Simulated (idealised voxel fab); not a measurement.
The following is a process module called voxel spacer lines.
Cross-section cut spans 265 nm and uses square cells 5 nm in size.
Each cross-section below is a grid of square cells, stated as bands in top-down order, with one or more rows of cells making up each band. Heights first: top, then bottom, in nm. Then materials, left to right, each with a width in nm. "edge to edge" on a single material: fills the band edge to edge. "empty": empty space. Below 0: as-received wafer, all one material; heights counted from there. Lowest band: no bottom, goes on down, written "0 nm and below". With a width like "30 to 40", each row of cells in the band differs from the next by the same amount, the top row carrying the first number and the bottom row the second. "nothing altered" for a step: no cell of the cross-section changed in that step. Each empty space that has no open way to the top and spans at least 8 cells appears under "Closed cavity list" as width x height at distance, the distance counted from the left edge, all in nm. On a step's line, text after the settings is the simulator commenting on that step. overlay nm: on a step with a mask, how far right of its planned place the mask lay; negative means left.
## So here's the lineup of process steps we planned
1 RECEIVE (material Si)
2 CONFORMAL_DEP (material SiO2; thk nm 10)
3 DIRECTIONAL_DEP (material polySi; thk nm 20)
4 DIRECTIONAL_DEP (material aC; thk nm 20)
5 PATTERN (tone cover; mask id MANDREL; material resist; width nm 20; pitch nm 60; thk nm 30; overlay nm 0)
6 DIRECTIONAL_ETCH (etch materials aC; depth nm 20)
7 STRIP (etch materials resist)
8 CONFORMAL_DEP (material SiN; thk nm 10)
9 DIRECTIONAL_ETCH (etch materials SiN; depth nm 10)
10 STRIP (etch materials aC)
11 DIRECTIONAL_ETCH (etch materials polySi; depth nm 20)
12 STRIP (etch materials SiN)
13 FILL_DEP (material SiO2; thk nm 5)
14 CMP (height nm 30)
## This is the cross-section of the wafer as we received it, i.e. after step 1
- 0 nm and below: Si edge to edge
- Closed cavity list: none
## Post-module cross-section of the first of two wafers (run per plan)
- 30 nm to 10 nm: SiO2: 50; polySi: 10; SiO2: 20; polySi: 10; SiO2: 20; polySi: 10; SiO2: 20; polySi: 10; SiO2: 20; polySi: 10; SiO2: 20; polySi: 10; SiO2: 55
- 10 nm to 0 nm: SiO2 edge to edge
- 0 nm and below: Si edge to edge
- Closed cavity list: none
## Cross-section at end of module for the second wafer of two, which matched the first in starting point and plan and differed by one mistake in its processing
- 30 nm to 25 nm: SiO2 edge to edge
- 25 nm to 10 nm: SiO2: 50; polySi: 10; SiO2: 20; polySi: 10; SiO2: 20; polySi: 10; SiO2: 20; polySi: 10; SiO2: 20; polySi: 10; SiO2: 20; polySi: 10; SiO2: 55
- 10 nm to 0 nm: SiO2 edge to edge
- 0 nm and below: Si edge to edge
- Closed cavity list: none
The mistake made against the process plan was this: step 3 off recipe, ran as DIRECTIONAL_DEP (material polySi; thk nm 15)
Bottom line after processing is that, in cells, the second wafer is up or down on some materials versus the first: +12 SiO2 | -12 polySi
